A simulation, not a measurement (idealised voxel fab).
Process module heading - voxel wiring stack
For reference, the cross-section in this document is cut, with width 200 nm and square cells of 5 nm.
How to read a cross-section here: the picture is a grid of square cells, written as bands going from the top down, and any band can span one or more rows of cells.
Band entry format. Leading values: height of top, height of bottom, nm. Remainder: materials in left-to-right order, each with its width in nm. Special words: "edge to edge" on a single material, which then fills the band edge to edge; "blank", empty space.
Basically, 0 is our baseline, since under it the wafer straight out of the box is all one material. The bottom band has no lower end and keeps on going down, so it looks like "z 0 and below".
When a width is written as two numbers, as in "30->40", the first number is the width in the top row of cells of the band and the second is the width in its bottom row, and the width changes by the same amount from each row to the next.
Any step labelled "remained unchanged" changed none of the cells in the cross-section.
The label "Trapped void list" introduces a list of the empty spaces, 8 cells or larger, that have no open way up to the top; each entry in it reads width x height at distance, where the distance is taken from the left edge and all three are stated in nm.
Note: text after step settings on the step line = simulator remark on that step.
Each step line may optionally specify "overlay nm", which for a step with a mask gives the rightward distance between the mask's planned place and where it lay, a negative value indicating the leftward direction.

# Below is the list of planned process steps
1) RECEIVE with material Si
2) CONFORMAL_DEP with material SiO2, thk nm 15
3) CONFORMAL_DEP with material SiCN, thk nm 5
4) DIRECTIONAL_DEP with material lowk, thk nm 20
5) DIRECTIONAL_DEP with material aC, thk nm 10
6) PATTERN with tone open, mask id METAL_1, material resist, width nm 25, pitch nm 40, thk nm 25, overlay nm 0
7) DIRECTIONAL_ETCH with etch materials aC, depth nm 10
8) STRIP with etch materials resist
9) DIRECTIONAL_ETCH with etch materials lowk, depth nm 20
10) DIRECTIONAL_ETCH with etch materials SiCN, depth nm 5
11) STRIP with etch materials aC
12) CONFORMAL_DEP with material TiN, thk nm 5
13) FILL_DEP with material Ru, thk nm 10
14) CMP with height nm 40
15) CONFORMAL_DEP with material SiCN, thk nm 5
16) DIRECTIONAL_DEP with material lowk, thk nm 35
17) DIRECTIONAL_DEP with material aC, thk nm 15
18) PATTERN with tone open, mask id METAL_2_HOLES, material resist, width nm 15, pitch nm 40, thk nm 30, overlay nm 0
19) DIRECTIONAL_ETCH with etch materials aC, depth nm 15
20) STRIP with etch materials resist
21) DIRECTIONAL_ETCH with etch materials lowk, depth nm 35
22) STRIP with etch materials aC
23) DIRECTIONAL_DEP with material aC, thk nm 10
24) PATTERN with tone open, mask id METAL_2, material resist, width nm 25, pitch nm 40, thk nm 25, overlay nm 0
25) DIRECTIONAL_ETCH with etch materials aC, depth nm 10
26) STRIP with etch materials resist
27) DIRECTIONAL_ETCH with etch materials lowk, depth nm 20
28) DIRECTIONAL_ETCH with etch materials SiCN, depth nm 5
29) STRIP with etch materials aC
30) CONFORMAL_DEP with material TiN, thk nm 5
31) FILL_DEP with material Cu, thk nm 5
32) CMP with height nm 80
33) CONFORMAL_DEP with material SiCN, thk nm 5
34) DIRECTIONAL_DEP with material lowk, thk nm 10
35) MASKED_ETCH with tone open, mask id PLUG_2, width nm 15, pitch nm 80, etch materials lowk, depth nm 10, overlay nm 0
36) MASKED_ETCH with tone open, mask id PLUG_2, width nm 15, pitch nm 80, etch materials SiCN, depth nm 5, overlay nm 0
37) CONFORMAL_DEP with material TiN, thk nm 5
38) FILL_DEP with material W, thk nm 10
39) CMP with height nm 95
40) DIRECTIONAL_DEP with material TiN, thk nm 5
41) DIRECTIONAL_DEP with material Ru, thk nm 25
42) PATTERN with tone cover, mask id METAL_3, material resist, width nm 25, pitch nm 40, thk nm 20, overlay nm 0
43) DIRECTIONAL_ETCH with etch materials Ru, depth nm 25
44) DIRECTIONAL_ETCH with etch materials TiN, depth nm 5
45) STRIP with etch materials resist
46) FILL_DEP with material lowk, thk nm 10
47) CMP with height nm 125
48) CONFORMAL_DEP with material SiCN, thk nm 5

# Run as planned: first of two wafers

# Incoming wafer, cross-sectional view, post step 1
- z 0 and below = Si edge to edge
- Trapped void list: none

# Upon completion of step 2, the wafer appears in cross-section as shown
- z 15 to 0 = SiO2 edge to edge
- Under the height 0 nothing was changed.

# Upon completion of step 3, the wafer appears in cross-section as shown
- z 20 to 15 = SiCN edge to edge
- Under the height 15 nothing was changed.

# Upon completion of step 4, the wafer appears in cross-section as shown
- z 40 to 20 = lowk edge to edge
- Under the height 20 nothing was changed.

# Upon completion of step 5, the wafer appears in cross-section as shown
- z 50 to 40 = aC edge to edge
- Under the height 40 nothing was changed.

# Upon completion of step 6, the wafer appears in cross-section as shown
- z 75 to 50 = resist: 25, blank: 25, resist: 15, blank: 25, resist: 15, blank: 25, resist: 15, blank: 25, resist: 30
- Under the height 50 nothing was changed.

# Upon completion of step 7, the wafer appears in cross-section as shown
- z 65 to 50 = resist: 25, blank: 25, resist: 15, blank: 25, resist: 15, blank: 25, resist: 15, blank: 25, resist: 30
- z 50 to 40 = aC: 25, blank: 25, aC: 15, blank: 25, aC: 15, blank: 25, aC: 15, blank: 25, aC: 30
- Under the height 40 nothing was changed.

# Upon completion of step 8, the wafer appears in cross-section as shown
- z 50 to 40 = aC: 25, blank: 25, aC: 15, blank: 25, aC: 15, blank: 25, aC: 15, blank: 25, aC: 30
- Under the height 40 nothing was changed.

# Upon completion of step 9, the wafer appears in cross-section as shown
- z 50 to 40 = aC: 25, blank: 25, aC: 15, blank: 25, aC: 15, blank: 25, aC: 15, blank: 25, aC: 30
- z 40 to 20 = lowk: 25, blank: 25, lowk: 15, blank: 25, lowk: 15, blank: 25, lowk: 15, blank: 25, lowk: 30
- Under the height 20 nothing was changed.

# Upon completion of step 10, the wafer appears in cross-section as shown
- z 50 to 40 = aC: 25, blank: 25, aC: 15, blank: 25, aC: 15, blank: 25, aC: 15, blank: 25, aC: 30
- z 40 to 20 = lowk: 25, blank: 25, lowk: 15, blank: 25, lowk: 15, blank: 25, lowk: 15, blank: 25, lowk: 30
- z 20 to 15 = SiCN: 25, blank: 25, SiCN: 15, blank: 25, SiCN: 15, blank: 25, SiCN: 15, blank: 25, SiCN: 30
- Under the height 15 nothing was changed.

# Upon completion of step 11, the wafer appears in cross-section as shown
- z 40 to 20 = lowk: 25, blank: 25, lowk: 15, blank: 25, lowk: 15, blank: 25, lowk: 15, blank: 25, lowk: 30
- Under the height 20 nothing was changed.

# Upon completion of step 12, the wafer appears in cross-section as shown
- z 45 to 40 = TiN: 30, blank: 15, TiN: 25, blank: 15, TiN: 25, blank: 15, TiN: 25, blank: 15, TiN: 35
- z 40 to 20 = lowk: 25, TiN: 5, blank: 15, TiN: 5, lowk: 15, TiN: 5, blank: 15, TiN: 5, lowk: 15, TiN: 5, blank: 15, TiN: 5, lowk: 15, TiN: 5, blank: 15, TiN: 5, lowk: 30
- z 20 to 15 = SiCN: 25, TiN: 25, SiCN: 15, TiN: 25, SiCN: 15, TiN: 25, SiCN: 15, TiN: 25, SiCN: 30
- Under the height 15 nothing was changed.

# Upon completion of step 13, the wafer appears in cross-section as shown
- z 55 to 45 = Ru edge to edge
- z 45 to 40 = TiN: 30, Ru: 15, TiN: 25, Ru: 15, TiN: 25, Ru: 15, TiN: 25, Ru: 15, TiN: 35
- z 40 to 20 = lowk: 25, TiN: 5, Ru: 15, TiN: 5, lowk: 15, TiN: 5, Ru: 15, TiN: 5, lowk: 15, TiN: 5, Ru: 15, TiN: 5, lowk: 15, TiN: 5, Ru: 15, TiN: 5, lowk: 30
- Under the height 20 nothing was changed.

# Upon completion of step 14, the wafer appears in cross-section as shown
- z 40 to 20 = lowk: 25, TiN: 5, Ru: 15, TiN: 5, lowk: 15, TiN: 5, Ru: 15, TiN: 5, lowk: 15, TiN: 5, Ru: 15, TiN: 5, lowk: 15, TiN: 5, Ru: 15, TiN: 5, lowk: 30
- Under the height 20 nothing was changed.

# Upon completion of step 15, the wafer appears in cross-section as shown
- z 45 to 40 = SiCN edge to edge
- Under the height 40 nothing was changed.

# Upon completion of step 16, the wafer appears in cross-section as shown
- z 80 to 45 = lowk edge to edge
- Under the height 45 nothing was changed.

# Upon completion of step 17, the wafer appears in cross-section as shown
- z 95 to 80 = aC edge to edge
- Under the height 80 nothing was changed.

# Upon completion of step 18, the wafer appears in cross-section as shown
- z 125 to 95 = resist: 25, blank: 15, resist: 25, blank: 15, resist: 25, blank: 15, resist: 25, blank: 15, resist: 40
- Under the height 95 nothing was changed.

# Upon completion of step 19, the wafer appears in cross-section as shown
- z 110 to 95 = resist: 25, blank: 15, resist: 25, blank: 15, resist: 25, blank: 15, resist: 25, blank: 15, resist: 40
- z 95 to 80 = aC: 25, blank: 15, aC: 25, blank: 15, aC: 25, blank: 15, aC: 25, blank: 15, aC: 40
- Under the height 80 nothing was changed.

# Upon completion of step 20, the wafer appears in cross-section as shown
- z 95 to 80 = aC: 25, blank: 15, aC: 25, blank: 15, aC: 25, blank: 15, aC: 25, blank: 15, aC: 40
- Under the height 80 nothing was changed.

# Upon completion of step 21, the wafer appears in cross-section as shown
- z 95 to 80 = aC: 25, blank: 15, aC: 25, blank: 15, aC: 25, blank: 15, aC: 25, blank: 15, aC: 40
- z 80 to 45 = lowk: 25, blank: 15, lowk: 25, blank: 15, lowk: 25, blank: 15, lowk: 25, blank: 15, lowk: 40
- Under the height 45 nothing was changed.

# Upon completion of step 22, the wafer appears in cross-section as shown
- z 80 to 45 = lowk: 25, blank: 15, lowk: 25, blank: 15, lowk: 25, blank: 15, lowk: 25, blank: 15, lowk: 40
- Under the height 45 nothing was changed.

# Upon completion of step 23, the wafer appears in cross-section as shown
- z 90 to 80 = aC: 25, blank: 15, aC: 25, blank: 15, aC: 25, blank: 15, aC: 25, blank: 15, aC: 40
- z 80 to 55 = lowk: 25, blank: 15, lowk: 25, blank: 15, lowk: 25, blank: 15, lowk: 25, blank: 15, lowk: 40
- z 55 to 45 = lowk: 25, aC: 15, lowk: 25, aC: 15, lowk: 25, aC: 15, lowk: 25, aC: 15, lowk: 40
- Under the height 45 nothing was changed.

# Upon completion of step 24, the wafer appears in cross-section as shown
- z 115 to 90 = resist: 25, blank: 25, resist: 15, blank: 25, resist: 15, blank: 25, resist: 15, blank: 25, resist: 30
- Under the height 90 nothing was changed.

# Upon completion of step 25, the wafer appears in cross-section as shown
- z 105 to 90 = resist: 25, blank: 25, resist: 15, blank: 25, resist: 15, blank: 25, resist: 15, blank: 25, resist: 30
- z 90 to 80 = aC: 25, blank: 25, aC: 15, blank: 25, aC: 15, blank: 25, aC: 15, blank: 25, aC: 30
- z 80 to 45 = lowk: 25, blank: 15, lowk: 25, blank: 15, lowk: 25, blank: 15, lowk: 25, blank: 15, lowk: 40
- Under the height 45 nothing was changed.

# Upon completion of step 26, the wafer appears in cross-section as shown
- z 90 to 80 = aC: 25, blank: 25, aC: 15, blank: 25, aC: 15, blank: 25, aC: 15, blank: 25, aC: 30
- Under the height 80 nothing was changed.

# Upon completion of step 27, the wafer appears in cross-section as shown
- z 90 to 80 = aC: 25, blank: 25, aC: 15, blank: 25, aC: 15, blank: 25, aC: 15, blank: 25, aC: 30
- z 80 to 60 = lowk: 25, blank: 25, lowk: 15, blank: 25, lowk: 15, blank: 25, lowk: 15, blank: 25, lowk: 30
- Under the height 60 nothing was changed.

# Upon completion of step 28, the wafer appears in cross-section as shown
- z 90 to 80 = aC: 25, blank: 25, aC: 15, blank: 25, aC: 15, blank: 25, aC: 15, blank: 25, aC: 30
- z 80 to 60 = lowk: 25, blank: 25, lowk: 15, blank: 25, lowk: 15, blank: 25, lowk: 15, blank: 25, lowk: 30
- z 60 to 45 = lowk: 25, blank: 15, lowk: 25, blank: 15, lowk: 25, blank: 15, lowk: 25, blank: 15, lowk: 40
- z 45 to 40 = SiCN: 25, blank: 15, SiCN: 25, blank: 15, SiCN: 25, blank: 15, SiCN: 25, blank: 15, SiCN: 40
- Under the height 40 nothing was changed.

# Upon completion of step 29, the wafer appears in cross-section as shown
- z 80 to 60 = lowk: 25, blank: 25, lowk: 15, blank: 25, lowk: 15, blank: 25, lowk: 15, blank: 25, lowk: 30
- Under the height 60 nothing was changed.

# Upon completion of step 30, the wafer appears in cross-section as shown
- z 85 to 80 = TiN: 30, blank: 15, TiN: 25, blank: 15, TiN: 25, blank: 15, TiN: 25, blank: 15, TiN: 35
- z 80 to 65 = lowk: 25, TiN: 5, blank: 15, TiN: 5, lowk: 15, TiN: 5, blank: 15, TiN: 5, lowk: 15, TiN: 5, blank: 15, TiN: 5, lowk: 15, TiN: 5, blank: 15, TiN: 5, lowk: 30
- z 65 to 60 = lowk: 25, TiN: 5, blank: 5, TiN: 15, lowk: 15, TiN: 5, blank: 5, TiN: 15, lowk: 15, TiN: 5, blank: 5, TiN: 15, lowk: 15, TiN: 5, blank: 5, TiN: 15, lowk: 30
- z 60 to 45 = lowk: 25, TiN: 5, blank: 5, TiN: 5, lowk: 25, TiN: 5, blank: 5, TiN: 5, lowk: 25, TiN: 5, blank: 5, TiN: 5, lowk: 25, TiN: 5, blank: 5, TiN: 5, lowk: 40
- z 45 to 40 = SiCN: 25, TiN: 15, SiCN: 25, TiN: 15, SiCN: 25, TiN: 15, SiCN: 25, TiN: 15, SiCN: 40
- Under the height 40 nothing was changed.

# Upon completion of step 31, the wafer appears in cross-section as shown
- z 90 to 85 = Cu edge to edge
- z 85 to 80 = TiN: 30, Cu: 15, TiN: 25, Cu: 15, TiN: 25, Cu: 15, TiN: 25, Cu: 15, TiN: 35
- z 80 to 65 = lowk: 25, TiN: 5, Cu: 15, TiN: 5, lowk: 15, TiN: 5, Cu: 15, TiN: 5, lowk: 15, TiN: 5, Cu: 15, TiN: 5, lowk: 15, TiN: 5, Cu: 15, TiN: 5, lowk: 30
- z 65 to 60 = lowk: 25, TiN: 5, Cu: 5, TiN: 15, lowk: 15, TiN: 5, Cu: 5, TiN: 15, lowk: 15, TiN: 5, Cu: 5, TiN: 15, lowk: 15, TiN: 5, Cu: 5, TiN: 15, lowk: 30
- z 60 to 45 = lowk: 25, TiN: 5, Cu: 5, TiN: 5, lowk: 25, TiN: 5, Cu: 5, TiN: 5, lowk: 25, TiN: 5, Cu: 5, TiN: 5, lowk: 25, TiN: 5, Cu: 5, TiN: 5, lowk: 40
- Under the height 45 nothing was changed.

# Upon completion of step 32, the wafer appears in cross-section as shown
- z 80 to 65 = lowk: 25, TiN: 5, Cu: 15, TiN: 5, lowk: 15, TiN: 5, Cu: 15, TiN: 5, lowk: 15, TiN: 5, Cu: 15, TiN: 5, lowk: 15, TiN: 5, Cu: 15, TiN: 5, lowk: 30
- Under the height 65 nothing was changed.

# Upon completion of step 33, the wafer appears in cross-section as shown
- z 85 to 80 = SiCN edge to edge
- Under the height 80 nothing was changed.

# Upon completion of step 34, the wafer appears in cross-section as shown
- z 95 to 85 = lowk edge to edge
- Under the height 85 nothing was changed.

# Upon completion of step 35, the wafer appears in cross-section as shown
- z 95 to 85 = lowk: 25, blank: 15, lowk: 65, blank: 15, lowk: 80
- Under the height 85 nothing was changed.

# Upon completion of step 36, the wafer appears in cross-section as shown
- z 95 to 85 = lowk: 25, blank: 15, lowk: 65, blank: 15, lowk: 80
- z 85 to 80 = SiCN: 25, blank: 15, SiCN: 65, blank: 15, SiCN: 80
- Under the height 80 nothing was changed.

# Upon completion of step 37, the wafer appears in cross-section as shown
- z 100 to 95 = TiN: 30, blank: 5, TiN: 75, blank: 5, TiN: 85
- z 95 to 85 = lowk: 25, TiN: 5, blank: 5, TiN: 5, lowk: 65, TiN: 5, blank: 5, TiN: 5, lowk: 80
- z 85 to 80 = SiCN: 25, TiN: 15, SiCN: 65, TiN: 15, SiCN: 80
- Under the height 80 nothing was changed.

# Upon completion of step 38, the wafer appears in cross-section as shown
- z 110 to 100 = W edge to edge
- z 100 to 95 = TiN: 30, W: 5, TiN: 75, W: 5, TiN: 85
- z 95 to 85 = lowk: 25, TiN: 5, W: 5, TiN: 5, lowk: 65, TiN: 5, W: 5, TiN: 5, lowk: 80
- Under the height 85 nothing was changed.

# Upon completion of step 39, the wafer appears in cross-section as shown
- z 95 to 85 = lowk: 25, TiN: 5, W: 5, TiN: 5, lowk: 65, TiN: 5, W: 5, TiN: 5, lowk: 80
- Under the height 85 nothing was changed.

# Upon completion of step 40, the wafer appears in cross-section as shown
- z 100 to 95 = TiN edge to edge
- Under the height 95 nothing was changed.

# Upon completion of step 41, the wafer appears in cross-section as shown
- z 125 to 100 = Ru edge to edge
- Under the height 100 nothing was changed.

# Upon completion of step 42, the wafer appears in cross-section as shown
- z 145 to 125 = blank: 25, resist: 25, blank: 15, resist: 25, blank: 15, resist: 25, blank: 15, resist: 25, blank: 30
- Under the height 125 nothing was changed.

# Upon completion of step 43, the wafer appears in cross-section as shown
- z 145 to 125 = blank: 25, resist: 25, blank: 15, resist: 25, blank: 15, resist: 25, blank: 15, resist: 25, blank: 30
- z 125 to 100 = blank: 25, Ru: 25, blank: 15, Ru: 25, blank: 15, Ru: 25, blank: 15, Ru: 25, blank: 30
- Under the height 100 nothing was changed.

# Upon completion of step 44, the wafer appears in cross-section as shown
- z 145 to 125 = blank: 25, resist: 25, blank: 15, resist: 25, blank: 15, resist: 25, blank: 15, resist: 25, blank: 30
- z 125 to 100 = blank: 25, Ru: 25, blank: 15, Ru: 25, blank: 15, Ru: 25, blank: 15, Ru: 25, blank: 30
- z 100 to 95 = blank: 25, TiN: 25, blank: 15, TiN: 25, blank: 15, TiN: 25, blank: 15, TiN: 25, blank: 30
- Under the height 95 nothing was changed.

# Upon completion of step 45, the wafer appears in cross-section as shown
- z 125 to 100 = blank: 25, Ru: 25, blank: 15, Ru: 25, blank: 15, Ru: 25, blank: 15, Ru: 25, blank: 30
- Under the height 100 nothing was changed.

# Upon completion of step 46, the wafer appears in cross-section as shown
- z 135 to 125 = lowk edge to edge
- z 125 to 100 = lowk: 25, Ru: 25, lowk: 15, Ru: 25, lowk: 15, Ru: 25, lowk: 15, Ru: 25, lowk: 30
- z 100 to 95 = lowk: 25, TiN: 25, lowk: 15, TiN: 25, lowk: 15, TiN: 25, lowk: 15, TiN: 25, lowk: 30
- Under the height 95 nothing was changed.

# Upon completion of step 47, the wafer appears in cross-section as shown
- z 125 to 100 = lowk: 25, Ru: 25, lowk: 15, Ru: 25, lowk: 15, Ru: 25, lowk: 15, Ru: 25, lowk: 30
- Under the height 100 nothing was changed.

# Upon completion of step 48, the wafer appears in cross-section as shown
- z 130 to 125 = SiCN edge to edge
- Under the height 125 nothing was changed.

# Companion wafer, the second of two: same beginning, same intended sequence, one mistake in carrying it out; through step 34 inclusive it tracks the first exactly

# Second wafer, section view, time point: scheduled end of step 35
- z 95 to 85 = lowk: 20, blank: 25, lowk: 55, blank: 25, lowk: 75
- Under the height 85 nothing was changed.

# Second wafer, section view, time point: scheduled end of step 36
- z 95 to 85 = lowk: 20, blank: 25, lowk: 55, blank: 25, lowk: 75
- z 85 to 80 = SiCN: 25, blank: 15, SiCN: 65, blank: 15, SiCN: 80
- Under the height 80 nothing was changed.

# Second wafer, section view, time point: scheduled end of step 37
- z 100 to 95 = TiN: 25, blank: 15, TiN: 65, blank: 15, TiN: 80
- z 95 to 85 = lowk: 20, TiN: 5->10, blank: 15->5, TiN: 5->10, lowk: 55, TiN: 5->10, blank: 15->5, TiN: 5->10, lowk: 75
- z 85 to 80 = SiCN: 25, TiN: 15, SiCN: 65, TiN: 15, SiCN: 80
- Under the height 80 nothing was changed.

# Second wafer, section view, time point: scheduled end of step 38
- z 110 to 100 = W edge to edge
- z 100 to 95 = TiN: 25, W: 15, TiN: 65, W: 15, TiN: 80
- z 95 to 85 = lowk: 20, TiN: 5->10, W: 15->5, TiN: 5->10, lowk: 55, TiN: 5->10, W: 15->5, TiN: 5->10, lowk: 75
- Under the height 85 nothing was changed.

# Second wafer, section view, time point: scheduled end of step 39
- z 95 to 85 = lowk: 20, TiN: 5->10, W: 15->5, TiN: 5->10, lowk: 55, TiN: 5->10, W: 15->5, TiN: 5->10, lowk: 75
- Under the height 85 nothing was changed.

# Second wafer, section view, time point: scheduled end of step 40
- z 100 to 95 = TiN edge to edge
- Under the height 95 nothing was changed.

# Second wafer, section view, time point: scheduled end of step 41
- z 125 to 100 = Ru edge to edge
- Under the height 100 nothing was changed.

# Second wafer, section view, time point: scheduled end of step 42
- z 145 to 125 = blank: 25, resist: 25, blank: 15, resist: 25, blank: 15, resist: 25, blank: 15, resist: 25, blank: 30
- Under the height 125 nothing was changed.

# Second wafer, section view, time point: scheduled end of step 43
- z 145 to 125 = blank: 25, resist: 25, blank: 15, resist: 25, blank: 15, resist: 25, blank: 15, resist: 25, blank: 30
- z 125 to 100 = blank: 25, Ru: 25, blank: 15, Ru: 25, blank: 15, Ru: 25, blank: 15, Ru: 25, blank: 30
- Under the height 100 nothing was changed.

# Second wafer, section view, time point: scheduled end of step 44
- z 145 to 125 = blank: 25, resist: 25, blank: 15, resist: 25, blank: 15, resist: 25, blank: 15, resist: 25, blank: 30
- z 125 to 100 = blank: 25, Ru: 25, blank: 15, Ru: 25, blank: 15, Ru: 25, blank: 15, Ru: 25, blank: 30
- z 100 to 95 = blank: 25, TiN: 25, blank: 15, TiN: 25, blank: 15, TiN: 25, blank: 15, TiN: 25, blank: 30
- Under the height 95 nothing was changed.

# Second wafer, section view, time point: scheduled end of step 45
- z 125 to 100 = blank: 25, Ru: 25, blank: 15, Ru: 25, blank: 15, Ru: 25, blank: 15, Ru: 25, blank: 30
- Under the height 100 nothing was changed.

# Second wafer, section view, time point: scheduled end of step 46
- z 135 to 125 = lowk edge to edge
- z 125 to 100 = lowk: 25, Ru: 25, lowk: 15, Ru: 25, lowk: 15, Ru: 25, lowk: 15, Ru: 25, lowk: 30
- z 100 to 95 = lowk: 25, TiN: 25, lowk: 15, TiN: 25, lowk: 15, TiN: 25, lowk: 15, TiN: 25, lowk: 30
- Under the height 95 nothing was changed.

# Second wafer, section view, time point: scheduled end of step 47
- z 125 to 100 = lowk: 25, Ru: 25, lowk: 15, Ru: 25, lowk: 15, Ru: 25, lowk: 15, Ru: 25, lowk: 30
- Under the height 100 nothing was changed.

# Second wafer, section view, time point: scheduled end of step 48
- z 130 to 125 = SiCN edge to edge
- Under the height 125 nothing was changed.
Here's what went sideways: step 35, actual vs plan mismatch, actual run MASKED_ETCH with tone open, mask id PLUG_2, width nm 25, pitch nm 80, etch materials lowk, depth nm 10, overlay nm 0
Final wafer comparison in cells, second versus first, more or fewer per material: 4 more of TiN, 4 more of W, 8 fewer of lowk
